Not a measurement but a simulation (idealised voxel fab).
Process module, titled voxel ribs on slabs
285 nm wide, 5 nm square cells: that's cross-section cut.
Cross-section layout: square cells on a grid; listed as bands, top to bottom; a band spans one or more cell rows. Each band's line starts with the height of the band's top and of its bottom, in nm. Then come its materials from left to right, each with its width in nm. One material with "edge to edge" fills the band from edge to edge. "blank" is empty space. Height datum 0, below which the as-received substrate wafer is one material. Lowest band open at the bottom, running downward: "0 -> down". A width such as "30 to 40" changes by the same amount from each row of cells to the next, from the band's top row to its bottom row. Any step labelled "changes: none" changed none of the cells in the cross-section. The entry "Closed internal cavities" lists the empty spaces that cover at least 8 cells and have no open path to the top. Each is written as width x height at distance, where the distance is measured from the left edge and all three values are in nm. If you see something after the settings on a step's line, that's the simulator's own remark about that step. If you see "overlay nm" on a step's line and that step has a mask, it's telling you how far right of where it was planned the mask ended up; a negative number means it went left instead.

Below is the list of planned process steps
1: RECEIVE,material Si
2: DIRECTIONAL_DEP,material SiO2,thk nm 30
3: DIRECTIONAL_DEP,material SiN,thk nm 15
4: DIRECTIONAL_DEP,material aC,thk nm 10
5: PATTERN,tone cover,mask id RIB,material resist,width nm 15,thk nm 25,overlay nm 0
6: DIRECTIONAL_ETCH,etch materials aC,depth nm 10
7: STRIP,etch materials resist
8: DIRECTIONAL_ETCH,etch materials SiN,depth nm 5
9: STRIP,etch materials aC
10: PATTERN,tone cover,mask id SLAB,material resist,width nm 45,thk nm 15,overlay nm 0
11: DIRECTIONAL_ETCH,etch materials SiN,depth nm 5
12: STRIP,etch materials resist
13: FILL_DEP,material SiO2,thk nm 25
14: CMP,height nm 65
15: DIRECTIONAL_DEP,material W,thk nm 5
16: MASKED_ETCH,tone cover,mask id HEATER,width nm 25,etch materials W,depth nm 5,overlay nm 0
17: CONFORMAL_DEP,material SiO2,thk nm 5
It is noted that the wafers described herein are identical at the outset and are distinguished by the depth nm of step 8; the value stated in the plan corresponds to the first wafer.

First of several wafers, received after step 1, in cross-section
- 0 -> down  Si edge to edge
- Closed internal cavities: none

Tabulated below, wafer by wafer, are the end-of-module results: for each material, the number of cells gained (+) or lost (-) relative to the as-received state, followed by the closed voids
depth nm 5 | +69 SiN | +731 SiO2 | +5 W | Closed internal cavities: none
depth nm 10 | +15 SiN | +785 SiO2 | +5 W | Closed internal cavities: none
depth nm 15 | +9 SiN | +791 SiO2 | +5 W | Closed internal cavities: none
depth nm 20 | +9 SiN | +791 SiO2 | +5 W | Closed internal cavities: none
depth nm 25 | +9 SiN | +791 SiO2 | +5 W | Closed internal cavities: none
